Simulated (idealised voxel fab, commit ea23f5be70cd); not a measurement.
The name of this process module is voxel gate over fins.
For reference, the cross-section in this document is cut, with width 175 nm and square cells of 5 nm.
Heads up, the way a cross-section reads in here is a grid of square cells, handed over as bands from the top down, with every band being one or more rows of cells. Within each band entry, the heights of the top and of the bottom of the band appear first, in that order and in nm; the materials of the band then follow from left to right, each with its corresponding width in nm. The designation "everywhere" on a single material indicates that it fills the band from edge to edge; the designation "empty" indicates empty space. Below 0: as-received wafer, all one material; heights counted from there. Lowest band: no bottom, goes on down, written "top 0, no bottom". A two-number width, for instance "30..40", indicates that the width is equal to the first number in the top row of the band and to the second number in the bottom row, and that it changes by a constant amount per row of cells. Key: "no modification" - step with no changed cell in the cross-section. The label "Closed cavities" introduces a list of the empty spaces, 8 cells or larger, that have no open way up to the top; each entry in it reads width x height at distance, where the distance is taken from the left edge and all three are stated in nm. On a step's line, text after the settings is the simulator commenting on that step. Among the settings permitted on a step's line is "overlay nm"; applied to a step with a mask, it specifies the extent to which the mask lay to the right of its planned position, whereas a negative figure signifies a position to the left.
# These are the steps we planned for the process
1: RECEIVE (material Si)
2: CONFORMAL_DEP (material SiN; thk nm 5)
3: DIRECTIONAL_DEP (material aC; thk nm 10)
4: PATTERN (tone cover; mask id FINS; material resist; width nm 15; pitch nm 40; thk nm 25; overlay nm 0)
5: DIRECTIONAL_ETCH (etch materials aC; depth nm 10)
6: STRIP (etch materials resist)
7: DIRECTIONAL_ETCH (etch materials SiN; depth nm 5)
8: DIRECTIONAL_ETCH (etch materials Si; depth nm 40)
9: STRIP (etch materials aC)
10: FILL_DEP (material SiO2; thk nm 5)
11: CMP (height nm 5)
12: SELECTIVE_ETCH (etch materials SiO2; depth nm 20)
13: STRIP (etch materials SiN)
14: CONFORMAL_DEP (material HfO2; thk nm 5)
15: CONFORMAL_DEP (material TiN; thk nm 5)
16: FILL_DEP (material W; thk nm 15)
17: CMP (height nm 20)
18: CONFORMAL_DEP (material SiN; thk nm 5)
# Run as planned: first of two wafers
# Delivered wafer in cross-section: state after step 1
> top 0, no bottom | Si everywhere
> Closed cavities: none
# Wafer xsec, post step 2
> top 5, bottom 0 | SiN everywhere
> Everything under 0 stays put, no change at all.
# Wafer xsec, post step 3
> top 15, bottom 5 | aC everywhere
> Everything under 5 stays put, no change at all.
# Wafer xsec, post step 4
> top 40, bottom 15 | 20 empty; 15 resist; 25 empty; 15 resist; 25 empty; 15 resist; 25 empty; 15 resist; 20 empty
> Everything under 15 stays put, no change at all.
# Wafer xsec, post step 5
> top 30, bottom 15 | 20 empty; 15 resist; 25 empty; 15 resist; 25 empty; 15 resist; 25 empty; 15 resist; 20 empty
> top 15, bottom 5 | 20 empty; 15 aC; 25 empty; 15 aC; 25 empty; 15 aC; 25 empty; 15 aC; 20 empty
> Everything under 5 stays put, no change at all.
# Wafer xsec, post step 6
> top 15, bottom 5 | 20 empty; 15 aC; 25 empty; 15 aC; 25 empty; 15 aC; 25 empty; 15 aC; 20 empty
> Everything under 5 stays put, no change at all.
# Wafer xsec, post step 7
> top 15, bottom 5 | 20 empty; 15 aC; 25 empty; 15 aC; 25 empty; 15 aC; 25 empty; 15 aC; 20 empty
> top 5, bottom 0 | 20 empty; 15 SiN; 25 empty; 15 SiN; 25 empty; 15 SiN; 25 empty; 15 SiN; 20 empty
> Everything under 0 stays put, no change at all.
# Wafer xsec, post step 8
> top 15, bottom 5 | 20 empty; 15 aC; 25 empty; 15 aC; 25 empty; 15 aC; 25 empty; 15 aC; 20 empty
> top 5, bottom 0 | 20 empty; 15 SiN; 25 empty; 15 SiN; 25 empty; 15 SiN; 25 empty; 15 SiN; 20 empty
> top 0, bottom -40 | 20 empty; 15 Si; 25 empty; 15 Si; 25 empty; 15 Si; 25 empty; 15 Si; 20 empty
> Everything under -40 stays put, no change at all.
# Wafer xsec, post step 9
> top 5, bottom 0 | 20 empty; 15 SiN; 25 empty; 15 SiN; 25 empty; 15 SiN; 25 empty; 15 SiN; 20 empty
> Everything under 0 stays put, no change at all.
# Wafer xsec, post step 10
> top 10, bottom 5 | SiO2 everywhere
> top 5, bottom 0 | 20 SiO2; 15 SiN; 25 SiO2; 15 SiN; 25 SiO2; 15 SiN; 25 SiO2; 15 SiN; 20 SiO2
> top 0, bottom -40 | 20 SiO2; 15 Si; 25 SiO2; 15 Si; 25 SiO2; 15 Si; 25 SiO2; 15 Si; 20 SiO2
> Everything under -40 stays put, no change at all.
# Wafer xsec, post step 11
> top 5, bottom 0 | 20 SiO2; 15 SiN; 25 SiO2; 15 SiN; 25 SiO2; 15 SiN; 25 SiO2; 15 SiN; 20 SiO2
> Everything under 0 stays put, no change at all.
# Wafer xsec, post step 12
> top 5, bottom 0 | 20 empty; 15 SiN; 25 empty; 15 SiN; 25 empty; 15 SiN; 25 empty; 15 SiN; 20 empty
> top 0, bottom -15 | 20 empty; 15 Si; 25 empty; 15 Si; 25 empty; 15 Si; 25 empty; 15 Si; 20 empty
> Everything under -15 stays put, no change at all.
# Wafer xsec, post step 13
> top 0, bottom -15 | 20 empty; 15 Si; 25 empty; 15 Si; 25 empty; 15 Si; 25 empty; 15 Si; 20 empty
> Everything under -15 stays put, no change at all.
# Wafer xsec, post step 14
> top 5, bottom 0 | 15 empty; 25 HfO2; 15 empty; 25 HfO2; 15 empty; 25 HfO2; 15 empty; 25 HfO2; 15 empty
> top 0, bottom -10 | 15 empty; 5 HfO2; 15 Si; 5 HfO2; 15 empty; 5 HfO2; 15 Si; 5 HfO2; 15 empty; 5 HfO2; 15 Si; 5 HfO2; 15 empty; 5 HfO2; 15 Si; 5 HfO2; 15 empty
> top -10, bottom -15 | 20 HfO2; 15 Si; 25 HfO2; 15 Si; 25 HfO2; 15 Si; 25 HfO2; 15 Si; 20 HfO2
> Everything under -15 stays put, no change at all.
# Wafer xsec, post step 15
> top 10, bottom 5 | 10 empty; 35 TiN; 5 empty; 35 TiN; 5 empty; 35 TiN; 5 empty; 35 TiN; 10 empty
> top 5, bottom 0 | 10 empty; 5 TiN; 25 HfO2; 5 TiN; 5 empty; 5 TiN; 25 HfO2; 5 TiN; 5 empty; 5 TiN; 25 HfO2; 5 TiN; 5 empty; 5 TiN; 25 HfO2; 5 TiN; 10 empty
> top 0, bottom -5 | 10 empty; 5 TiN; 5 HfO2; 15 Si; 5 HfO2; 5 TiN; 5 empty; 5 TiN; 5 HfO2; 15 Si; 5 HfO2; 5 TiN; 5 empty; 5 TiN; 5 HfO2; 15 Si; 5 HfO2; 5 TiN; 5 empty; 5 TiN; 5 HfO2; 15 Si; 5 HfO2; 5 TiN; 10 empty
> top -5, bottom -10 | 15 TiN; 5 HfO2; 15 Si; 5 HfO2; 15 TiN; 5 HfO2; 15 Si; 5 HfO2; 15 TiN; 5 HfO2; 15 Si; 5 HfO2; 15 TiN; 5 HfO2; 15 Si; 5 HfO2; 15 TiN
> Everything under -10 stays put, no change at all.
# Wafer xsec, post step 16
> top 25, bottom 10 | W everywhere
> top 10, bottom 5 | 10 W; 35 TiN; 5 W; 35 TiN; 5 W; 35 TiN; 5 W; 35 TiN; 10 W
> top 5, bottom 0 | 10 W; 5 TiN; 25 HfO2; 5 TiN; 5 W; 5 TiN; 25 HfO2; 5 TiN; 5 W; 5 TiN; 25 HfO2; 5 TiN; 5 W; 5 TiN; 25 HfO2; 5 TiN; 10 W
> top 0, bottom -5 | 10 W; 5 TiN; 5 HfO2; 15 Si; 5 HfO2; 5 TiN; 5 W; 5 TiN; 5 HfO2; 15 Si; 5 HfO2; 5 TiN; 5 W; 5 TiN; 5 HfO2; 15 Si; 5 HfO2; 5 TiN; 5 W; 5 TiN; 5 HfO2; 15 Si; 5 HfO2; 5 TiN; 10 W
> Everything under -5 stays put, no change at all.
# Wafer xsec, post step 17
> top 20, bottom 10 | W everywhere
> Everything under 10 stays put, no change at all.
# Wafer xsec, post step 18
> top 25, bottom 20 | SiN everywhere
> Everything under 20 stays put, no change at all.
# Second wafer, same starting state and plan as the first, one mistake in the run, identical through step 3
# Second wafer cross-section, taken as of the time the plan sets for step 4 to be done
> top 40, bottom 15 | 25 empty; 15 resist; 25 empty; 15 resist; 25 empty; 15 resist; 25 empty; 15 resist; 15 empty
> Everything under 15 stays put, no change at all.
# Second wafer cross-section, taken as of the time the plan sets for step 5 to be done
> top 30, bottom 15 | 25 empty; 15 resist; 25 empty; 15 resist; 25 empty; 15 resist; 25 empty; 15 resist; 15 empty
> top 15, bottom 5 | 25 empty; 15 aC; 25 empty; 15 aC; 25 empty; 15 aC; 25 empty; 15 aC; 15 empty
> Everything under 5 stays put, no change at all.
# Second wafer cross-section, taken as of the time the plan sets for step 6 to be done
> top 15, bottom 5 | 25 empty; 15 aC; 25 empty; 15 aC; 25 empty; 15 aC; 25 empty; 15 aC; 15 empty
> Everything under 5 stays put, no change at all.
# Second wafer cross-section, taken as of the time the plan sets for step 7 to be done
> top 15, bottom 5 | 25 empty; 15 aC; 25 empty; 15 aC; 25 empty; 15 aC; 25 empty; 15 aC; 15 empty
> top 5, bottom 0 | 25 empty; 15 SiN; 25 empty; 15 SiN; 25 empty; 15 SiN; 25 empty; 15 SiN; 15 empty
> Everything under 0 stays put, no change at all.
# Second wafer cross-section, taken as of the time the plan sets for step 8 to be done
> top 15, bottom 5 | 25 empty; 15 aC; 25 empty; 15 aC; 25 empty; 15 aC; 25 empty; 15 aC; 15 empty
> top 5, bottom 0 | 25 empty; 15 SiN; 25 empty; 15 SiN; 25 empty; 15 SiN; 25 empty; 15 SiN; 15 empty
> top 0, bottom -40 | 25 empty; 15 Si; 25 empty; 15 Si; 25 empty; 15 Si; 25 empty; 15 Si; 15 empty
> Everything under -40 stays put, no change at all.
# Second wafer cross-section, taken as of the time the plan sets for step 9 to be done
> top 5, bottom 0 | 25 empty; 15 SiN; 25 empty; 15 SiN; 25 empty; 15 SiN; 25 empty; 15 SiN; 15 empty
> Everything under 0 stays put, no change at all.
# Second wafer cross-section, taken as of the time the plan sets for step 10 to be done
> top 10, bottom 5 | SiO2 everywhere
> top 5, bottom 0 | 25 SiO2; 15 SiN; 25 SiO2; 15 SiN; 25 SiO2; 15 SiN; 25 SiO2; 15 SiN; 15 SiO2
> top 0, bottom -40 | 25 SiO2; 15 Si; 25 SiO2; 15 Si; 25 SiO2; 15 Si; 25 SiO2; 15 Si; 15 SiO2
> Everything under -40 stays put, no change at all.
# Second wafer cross-section, taken as of the time the plan sets for step 11 to be done
> top 5, bottom 0 | 25 SiO2; 15 SiN; 25 SiO2; 15 SiN; 25 SiO2; 15 SiN; 25 SiO2; 15 SiN; 15 SiO2
> Everything under 0 stays put, no change at all.
# Second wafer cross-section, taken as of the time the plan sets for step 12 to be done
> top 5, bottom 0 | 25 empty; 15 SiN; 25 empty; 15 SiN; 25 empty; 15 SiN; 25 empty; 15 SiN; 15 empty
> top 0, bottom -15 | 25 empty; 15 Si; 25 empty; 15 Si; 25 empty; 15 Si; 25 empty; 15 Si; 15 empty
> Everything under -15 stays put, no change at all.
# Second wafer cross-section, taken as of the time the plan sets for step 13 to be done
> top 0, bottom -15 | 25 empty; 15 Si; 25 empty; 15 Si; 25 empty; 15 Si; 25 empty; 15 Si; 15 empty
> Everything under -15 stays put, no change at all.
# Second wafer cross-section, taken as of the time the plan sets for step 14 to be done
> top 5, bottom 0 | 20 empty; 25 HfO2; 15 empty; 25 HfO2; 15 empty; 25 HfO2; 15 empty; 25 HfO2; 10 empty
> top 0, bottom -10 | 20 empty; 5 HfO2; 15 Si; 5 HfO2; 15 empty; 5 HfO2; 15 Si; 5 HfO2; 15 empty; 5 HfO2; 15 Si; 5 HfO2; 15 empty; 5 HfO2; 15 Si; 5 HfO2; 10 empty
> top -10, bottom -15 | 25 HfO2; 15 Si; 25 HfO2; 15 Si; 25 HfO2; 15 Si; 25 HfO2; 15 Si; 15 HfO2
> Everything under -15 stays put, no change at all.
# Second wafer cross-section, taken as of the time the plan sets for step 15 to be done
> top 10, bottom 5 | 15 empty; 35 TiN; 5 empty; 35 TiN; 5 empty; 35 TiN; 5 empty; 35 TiN; 5 empty
> top 5, bottom 0 | 15 empty; 5 TiN; 25 HfO2; 5 TiN; 5 empty; 5 TiN; 25 HfO2; 5 TiN; 5 empty; 5 TiN; 25 HfO2; 5 TiN; 5 empty; 5 TiN; 25 HfO2; 5 TiN; 5 empty
> top 0, bottom -5 | 15 empty; 5 TiN; 5 HfO2; 15 Si; 5 HfO2; 5 TiN; 5 empty; 5 TiN; 5 HfO2; 15 Si; 5 HfO2; 5 TiN; 5 empty; 5 TiN; 5 HfO2; 15 Si; 5 HfO2; 5 TiN; 5 empty; 5 TiN; 5 HfO2; 15 Si; 5 HfO2; 5 TiN; 5 empty
> top -5, bottom -10 | 20 TiN; 5 HfO2; 15 Si; 5 HfO2; 15 TiN; 5 HfO2; 15 Si; 5 HfO2; 15 TiN; 5 HfO2; 15 Si; 5 HfO2; 15 TiN; 5 HfO2; 15 Si; 5 HfO2; 10 TiN
> Everything under -10 stays put, no change at all.
# Second wafer cross-section, taken as of the time the plan sets for step 16 to be done
> top 25, bottom 10 | W everywhere
> top 10, bottom 5 | 15 W; 35 TiN; 5 W; 35 TiN; 5 W; 35 TiN; 5 W; 35 TiN; 5 W
> top 5, bottom 0 | 15 W; 5 TiN; 25 HfO2; 5 TiN; 5 W; 5 TiN; 25 HfO2; 5 TiN; 5 W; 5 TiN; 25 HfO2; 5 TiN; 5 W; 5 TiN; 25 HfO2; 5 TiN; 5 W
> top 0, bottom -5 | 15 W; 5 TiN; 5 HfO2; 15 Si; 5 HfO2; 5 TiN; 5 W; 5 TiN; 5 HfO2; 15 Si; 5 HfO2; 5 TiN; 5 W; 5 TiN; 5 HfO2; 15 Si; 5 HfO2; 5 TiN; 5 W; 5 TiN; 5 HfO2; 15 Si; 5 HfO2; 5 TiN; 5 W
> Everything under -5 stays put, no change at all.
# Second wafer cross-section, taken as of the time the plan sets for step 17 to be done
> top 20, bottom 10 | W everywhere
> Everything under 10 stays put, no change at all.
# Second wafer cross-section, taken as of the time the plan sets for step 18 to be done
> top 25, bottom 20 | SiN everywhere
> Everything under 20 stays put, no change at all.
Misprocessing identified: step 4 off recipe, ran as PATTERN (tone cover; mask id FINS; material resist; width nm 15; pitch nm 40; thk nm 25; overlay nm 5)
The concluding comparison shows that, measured in cells, each material is equally abundant on both wafers, albeit at different positions.
